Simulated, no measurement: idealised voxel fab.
process module | voxel capacitor over wiring
cross-section cut | 220 nm wide | cells 5 nm
A cross-section is a grid of square cells, given in bands from the top down. A band is one or more rows of cells.
Each band's line starts with the height of the band's top and of its bottom, in nm. Then come its materials from left to right, each with its width in nm. One material with "throughout" fills the band from edge to edge. "air" is empty space.
Height 0 is the level under which the wafer as received is all one material. The lowest band goes on downwards, as in "0 down".
A width such as "30 to 40" changes by the same amount from each row of cells to the next, from the band's top row to its bottom row.
"no change" after a step means that no cell of the cross-section changed.
closed voids: empty space of 8 cells or more with no open way to the top, each as width x height at its distance from the left edge, in nm
after a step's settings: what the simulator itself notes on the step
overlay nm, on a step with a mask: how far to the right of its planned place the mask lay; to the left if negative
plan
1 op RECEIVE | material Si
2 op CONFORMAL_DEP | material SiO2 | thk nm 15
3 op DIRECTIONAL_DEP | material TiN | thk nm 5
4 op DIRECTIONAL_DEP | material Ru | thk nm 15
5 op DIRECTIONAL_DEP | material aC | thk nm 10
6 op PATTERN | tone cover | mask id METAL_1 | material resist | width nm 25 | pitch nm 85 | thk nm 30 | overlay nm 0
7 op DIRECTIONAL_ETCH | etch materials aC | depth nm 10
8 op STRIP | etch materials resist
9 op DIRECTIONAL_ETCH | etch materials Ru | depth nm 15
10 op DIRECTIONAL_ETCH | etch materials TiN | depth nm 5
11 op STRIP | etch materials aC
12 op CONFORMAL_DEP | material SiN | thk nm 5
13 op FILL_DEP | material SiO2 | thk nm 5
14 op CMP | height nm 35
15 op CONFORMAL_DEP | material SiCN | thk nm 5
16 op DIRECTIONAL_DEP | material lowk | thk nm 20
17 op PATTERN | tone open | mask id PLUG_1 | material resist | width nm 15 | thk nm 15 | overlay nm 0
18 op DIRECTIONAL_ETCH | etch materials lowk | depth nm 20
19 op DIRECTIONAL_ETCH | etch materials SiCN | depth nm 5
20 op STRIP | etch materials resist
21 op EPI | material Ru | thk nm 10
22 op EPI | material Ru | thk nm 10
23 op EPI | material Ru | thk nm 5
24 op DIRECTIONAL_DEP | material TiN | thk nm 10
25 op DIRECTIONAL_DEP | material Al2O3 | thk nm 5
26 op DIRECTIONAL_DEP | material TiN | thk nm 5
27 op MASKED_ETCH | tone cover | mask id UPPER_PLATE | width nm 65 | etch materials TiN | depth nm 5 | overlay nm 0
28 op MASKED_ETCH | tone cover | mask id UPPER_PLATE | width nm 65 | etch materials Al2O3 | depth nm 5 | overlay nm 0
29 op PATTERN | tone cover | mask id LOWER_PLATE | material resist | width nm 75 | thk nm 20 | overlay nm 0
30 op DIRECTIONAL_ETCH | etch materials TiN | depth nm 10
31 op STRIP | etch materials resist
32 op FILL_DEP | material SiO2 | thk nm 15
33 op CMP | height nm 90
34 op DIRECTIONAL_DEP | material aC | thk nm 10
35 op PATTERN | tone open | mask id PLUG_2 | material resist | width nm 15 | thk nm 30 | overlay nm 0
36 op DIRECTIONAL_ETCH | etch materials aC | depth nm 10
37 op STRIP | etch materials resist
38 op DIRECTIONAL_ETCH | etch materials SiO2 | depth nm 10
39 op STRIP | etch materials aC
40 op CONFORMAL_DEP | material TiN | thk nm 5
41 op FILL_DEP | material W | thk nm 5
42 op CMP | height nm 90
43 op CONFORMAL_DEP | material SiCN | thk nm 5
first wafer, as planned
as received, after step 1
  0 down: Si throughout
  closed voids: none
after step 2
  15 to 0: SiO2 throughout
  below 0: unchanged
after step 3
  20 to 15: TiN throughout
  below 15: unchanged
after step 4
  35 to 20: Ru throughout
  below 20: unchanged
after step 5
  45 to 35: aC throughout
  below 35: unchanged
after step 6
  75 to 45: air 55 | resist 25 | air 60 | resist 25 | air 55
  below 45: unchanged
after step 7
  65 to 45: air 55 | resist 25 | air 60 | resist 25 | air 55
  45 to 35: air 55 | aC 25 | air 60 | aC 25 | air 55
  below 35: unchanged
after step 8
  45 to 35: air 55 | aC 25 | air 60 | aC 25 | air 55
  below 35: unchanged
after step 9
  45 to 35: air 55 | aC 25 | air 60 | aC 25 | air 55
  35 to 20: air 55 | Ru 25 | air 60 | Ru 25 | air 55
  below 20: unchanged
after step 10
  45 to 35: air 55 | aC 25 | air 60 | aC 25 | air 55
  35 to 20: air 55 | Ru 25 | air 60 | Ru 25 | air 55
  20 to 15: air 55 | TiN 25 | air 60 | TiN 25 | air 55
  below 15: unchanged
after step 11
  35 to 20: air 55 | Ru 25 | air 60 | Ru 25 | air 55
  below 20: unchanged
after step 12
  40 to 35: air 50 | SiN 35 | air 50 | SiN 35 | air 50
  35 to 20: air 50 | SiN 5 | Ru 25 | SiN 5 | air 50 | SiN 5 | Ru 25 | SiN 5 | air 50
  20 to 15: SiN 55 | TiN 25 | SiN 60 | TiN 25 | SiN 55
  below 15: unchanged
after step 13
  45 to 40: SiO2 throughout
  40 to 35: SiO2 50 | SiN 35 | SiO2 50 | SiN 35 | SiO2 50
  35 to 20: SiO2 50 | SiN 5 | Ru 25 | SiN 5 | SiO2 50 | SiN 5 | Ru 25 | SiN 5 | SiO2 50
  below 20: unchanged
after step 14
  35 to 20: SiO2 50 | SiN 5 | Ru 25 | SiN 5 | SiO2 50 | SiN 5 | Ru 25 | SiN 5 | SiO2 50
  below 20: unchanged
after step 15
  40 to 35: SiCN throughout
  below 35: unchanged
after step 16
  60 to 40: lowk throughout
  below 40: unchanged
after step 17
  75 to 60: resist 65 | air 15 | resist 140
  below 60: unchanged
after step 18
  75 to 60: resist 65 | air 15 | resist 140
  60 to 40: lowk 65 | air 15 | lowk 140
  below 40: unchanged
after step 19
  75 to 60: resist 65 | air 15 | resist 140
  60 to 40: lowk 65 | air 15 | lowk 140
  40 to 35: SiCN 65 | air 15 | SiCN 140
  below 35: unchanged
after step 20
  60 to 40: lowk 65 | air 15 | lowk 140
  below 40: unchanged
after step 21
  60 to 45: lowk 65 | air 15 | lowk 140
  45 to 40: lowk 65 | Ru 15 | lowk 140
  40 to 35: SiCN 65 | Ru 15 | SiCN 140
  below 35: unchanged
after step 22
  60 to 55: lowk 65 | air 15 | lowk 140
  55 to 40: lowk 65 | Ru 15 | lowk 140
  below 40: unchanged
after step 23
  60 to 40: lowk 65 | Ru 15 | lowk 140
  below 40: unchanged
after step 24
  70 to 60: TiN throughout
  below 60: unchanged
after step 25
  75 to 70: Al2O3 throughout
  below 70: unchanged
after step 26
  80 to 75: TiN throughout
  below 75: unchanged
after step 27
  80 to 75: air 65 | TiN 65 | air 90
  below 75: unchanged
after step 28
  80 to 75: air 65 | TiN 65 | air 90
  75 to 70: air 65 | Al2O3 65 | air 90
  below 70: unchanged
after step 29
  100 to 80: air 60 | resist 75 | air 85
  80 to 75: air 60 | resist 5 | TiN 65 | resist 5 | air 85
  75 to 70: air 60 | resist 5 | Al2O3 65 | resist 5 | air 85
  below 70: unchanged
after step 30
  100 to 80: air 60 | resist 75 | air 85
  80 to 75: air 60 | resist 5 | TiN 65 | resist 5 | air 85
  75 to 70: air 60 | resist 5 | Al2O3 65 | resist 5 | air 85
  70 to 60: air 60 | TiN 75 | air 85
  below 60: unchanged
after step 31
  80 to 75: air 65 | TiN 65 | air 90
  75 to 70: air 65 | Al2O3 65 | air 90
  below 70: unchanged
after step 32
  95 to 80: SiO2 throughout
  80 to 75: SiO2 65 | TiN 65 | SiO2 90
  75 to 70: SiO2 65 | Al2O3 65 | SiO2 90
  70 to 60: SiO2 60 | TiN 75 | SiO2 85
  below 60: unchanged
after step 33
  90 to 80: SiO2 throughout
  below 80: unchanged
after step 34
  100 to 90: aC throughout
  below 90: unchanged
after step 35
  130 to 100: resist 75 | air 15 | resist 130
  below 100: unchanged
after step 36
  120 to 100: resist 75 | air 15 | resist 130
  100 to 90: aC 75 | air 15 | aC 130
  below 90: unchanged
after step 37
  100 to 90: aC 75 | air 15 | aC 130
  below 90: unchanged
after step 38
  100 to 90: aC 75 | air 15 | aC 130
  90 to 80: SiO2 75 | air 15 | SiO2 130
  below 80: unchanged
after step 39
  90 to 80: SiO2 75 | air 15 | SiO2 130
  below 80: unchanged
after step 40
  95 to 90: TiN 80 | air 5 | TiN 135
  90 to 85: SiO2 75 | TiN 5 | air 5 | TiN 5 | SiO2 130
  85 to 75: SiO2 75 to 65 | TiN 15 to 65 | SiO2 130 to 90
  below 75: unchanged
after step 41
  100 to 95: W throughout
  95 to 90: TiN 80 | W 5 | TiN 135
  90 to 85: SiO2 75 | TiN 5 | W 5 | TiN 5 | SiO2 130
  below 85: unchanged
after step 42
  90 to 85: SiO2 75 | TiN 5 | W 5 | TiN 5 | SiO2 130
  below 85: unchanged
after step 43
  95 to 90: SiCN throughout
  below 90: unchanged
second wafer: like start, like plan, one mistake. Through step 16 it matches the first wafer
when step 17 should have ended
  75 to 60: air 65 | resist 15 | air 140
  below 60: unchanged
when step 18 should have ended
  75 to 60: air 65 | resist 15 | air 140
  60 to 40: air 65 | lowk 15 | air 140
  below 40: unchanged
when step 19 should have ended
  75 to 60: air 65 | resist 15 | air 140
  60 to 40: air 65 | lowk 15 | air 140
  40 to 35: air 65 | SiCN 15 | air 140
  below 35: unchanged
when step 20 should have ended
  60 to 40: air 65 | lowk 15 | air 140
  below 40: unchanged
when step 21 should have ended
  60 to 45: air 65 | lowk 15 | air 140
  45 to 40: air 45 | Ru 20 | lowk 15 | air 50 | Ru 45 | air 45
  40 to 35: air 45 | Ru 20 | SiCN 15 | air 50 | Ru 45 | air 45
  below 35: unchanged
when step 22 should have ended
  60 to 55: air 65 | lowk 15 | air 140
  55 to 40: air 35 | Ru 30 | lowk 15 | air 40 | Ru 65 | air 35
  40 to 35: air 35 | Ru 30 | SiCN 15 | air 40 | Ru 65 | air 35
  below 35: unchanged
when step 23 should have ended
  60 to 40: air 30 | Ru 35 | lowk 15 | air 35 | Ru 75 | air 30
  40 to 35: air 30 | Ru 35 | SiCN 15 | air 35 | Ru 75 | air 30
  below 35: unchanged
when step 24 should have ended
  70 to 60: air 30 | TiN 50 | air 35 | TiN 75 | air 30
  60 to 45: air 30 | Ru 35 | lowk 15 | air 35 | Ru 75 | air 30
  45 to 40: TiN 30 | Ru 35 | lowk 15 | TiN 35 | Ru 75 | TiN 30
  40 to 35: TiN 30 | Ru 35 | SiCN 15 | TiN 35 | Ru 75 | TiN 30
  below 35: unchanged
when step 25 should have ended
  75 to 70: air 30 | Al2O3 50 | air 35 | Al2O3 75 | air 30
  70 to 60: air 30 | TiN 50 | air 35 | TiN 75 | air 30
  60 to 50: air 30 | Ru 35 | lowk 15 | air 35 | Ru 75 | air 30
  50 to 45: Al2O3 30 | Ru 35 | lowk 15 | Al2O3 35 | Ru 75 | Al2O3 30
  below 45: unchanged
when step 26 should have ended
  80 to 75: air 30 | TiN 50 | air 35 | TiN 75 | air 30
  75 to 70: air 30 | Al2O3 50 | air 35 | Al2O3 75 | air 30
  70 to 60: air 30 | TiN 50 | air 35 | TiN 75 | air 30
  60 to 55: air 30 | Ru 35 | lowk 15 | air 35 | Ru 75 | air 30
  55 to 50: TiN 30 | Ru 35 | lowk 15 | TiN 35 | Ru 75 | TiN 30
  below 50: unchanged
when step 27 should have ended
  80 to 75: air 65 | TiN 15 | air 35 | TiN 15 | air 90
  75 to 70: air 30 | Al2O3 50 | air 35 | Al2O3 75 | air 30
  70 to 60: air 30 | TiN 50 | air 35 | TiN 75 | air 30
  60 to 55: air 30 | Ru 35 | lowk 15 | air 35 | Ru 75 | air 30
  55 to 50: air 30 | Ru 35 | lowk 15 | TiN 35 | Ru 75 | air 30
  below 50: unchanged
when step 28 should have ended
  80 to 75: air 65 | TiN 15 | air 35 | TiN 15 | air 90
  75 to 70: air 65 | Al2O3 15 | air 35 | Al2O3 15 | air 90
  70 to 60: air 30 | TiN 50 | air 35 | TiN 75 | air 30
  60 to 55: air 30 | Ru 35 | lowk 15 | air 35 | Ru 75 | air 30
  55 to 50: air 30 | Ru 35 | lowk 15 | TiN 35 | Ru 75 | air 30
  50 to 45: air 30 | Ru 35 | lowk 15 | Al2O3 35 | Ru 75 | air 30
  below 45: unchanged
when step 29 should have ended
  100 to 80: air 60 | resist 75 | air 85
  80 to 75: air 60 | resist 5 | TiN 15 | resist 35 | TiN 15 | resist 5 | air 85
  75 to 70: air 60 | resist 5 | Al2O3 15 | resist 35 | Al2O3 15 | resist 5 | air 85
  70 to 60: air 30 | TiN 50 | resist 35 | TiN 75 | air 30
  60 to 55: air 30 | Ru 35 | lowk 15 | resist 35 | Ru 75 | air 30
  below 55: unchanged
when step 30 should have ended
  100 to 80: air 60 | resist 75 | air 85
  80 to 75: air 60 | resist 5 | TiN 15 | resist 35 | TiN 15 | resist 5 | air 85
  75 to 70: air 60 | resist 5 | Al2O3 15 | resist 35 | Al2O3 15 | resist 5 | air 85
  70 to 60: air 60 | TiN 20 | resist 35 | TiN 20 | air 85
  60 to 55: air 30 | Ru 35 | lowk 15 | resist 35 | Ru 75 | air 30
  55 to 50: air 30 | Ru 35 | lowk 15 | TiN 35 | Ru 75 | air 30
  50 to 45: air 30 | Ru 35 | lowk 15 | Al2O3 35 | Ru 75 | air 30
  45 to 40: air 30 | Ru 35 | lowk 15 | TiN 35 | Ru 75 | air 30
  40 to 35: air 30 | Ru 35 | SiCN 15 | TiN 35 | Ru 75 | air 30
  below 35: unchanged
when step 31 should have ended
  80 to 75: air 65 | TiN 15 | air 35 | TiN 15 | air 90
  75 to 70: air 65 | Al2O3 15 | air 35 | Al2O3 15 | air 90
  70 to 60: air 60 | TiN 20 | air 35 | TiN 20 | air 85
  60 to 55: air 30 | Ru 35 | lowk 15 | air 35 | Ru 75 | air 30
  below 55: unchanged
when step 32 should have ended
  95 to 80: SiO2 throughout
  80 to 75: SiO2 65 | TiN 15 | SiO2 35 | TiN 15 | SiO2 90
  75 to 70: SiO2 65 | Al2O3 15 | SiO2 35 | Al2O3 15 | SiO2 90
  70 to 60: SiO2 60 | TiN 20 | SiO2 35 | TiN 20 | SiO2 85
  60 to 55: SiO2 30 | Ru 35 | lowk 15 | SiO2 35 | Ru 75 | SiO2 30
  55 to 50: SiO2 30 | Ru 35 | lowk 15 | TiN 35 | Ru 75 | SiO2 30
  50 to 45: SiO2 30 | Ru 35 | lowk 15 | Al2O3 35 | Ru 75 | SiO2 30
  45 to 40: SiO2 30 | Ru 35 | lowk 15 | TiN 35 | Ru 75 | SiO2 30
  40 to 35: SiO2 30 | Ru 35 | SiCN 15 | TiN 35 | Ru 75 | SiO2 30
  below 35: unchanged
when step 33 should have ended
  90 to 80: SiO2 throughout
  below 80: unchanged
when step 34 should have ended
  100 to 90: aC throughout
  below 90: unchanged
when step 35 should have ended
  130 to 100: resist 75 | air 15 | resist 130
  below 100: unchanged
when step 36 should have ended
  120 to 100: resist 75 | air 15 | resist 130
  100 to 90: aC 75 | air 15 | aC 130
  below 90: unchanged
when step 37 should have ended
  100 to 90: aC 75 | air 15 | aC 130
  below 90: unchanged
when step 38 should have ended
  100 to 90: aC 75 | air 15 | aC 130
  90 to 80: SiO2 75 | air 15 | SiO2 130
  below 80: unchanged
when step 39 should have ended
  90 to 80: SiO2 75 | air 15 | SiO2 130
  below 80: unchanged
when step 40 should have ended
  95 to 90: TiN 80 | air 5 | TiN 135
  90 to 85: SiO2 75 | TiN 5 | air 5 | TiN 5 | SiO2 130
  85 to 80: SiO2 75 | TiN 15 | SiO2 130
  below 80: unchanged
when step 41 should have ended
  100 to 95: W throughout
  95 to 90: TiN 80 | W 5 | TiN 135
  90 to 85: SiO2 75 | TiN 5 | W 5 | TiN 5 | SiO2 130
  below 85: unchanged
when step 42 should have ended
  90 to 85: SiO2 75 | TiN 5 | W 5 | TiN 5 | SiO2 130
  below 85: unchanged
when step 43 should have ended
  95 to 90: SiCN throughout
  below 90: unchanged
what went wrong: step 17 ran as: op PATTERN | tone cover | mask id PLUG_1 | material resist | width nm 15 | thk nm 15 | overlay nm 0
at the end the second wafer has, in cells: 95 more of Ru | 38 fewer of SiCN | 95 more of SiO2 | 152 fewer of lowk
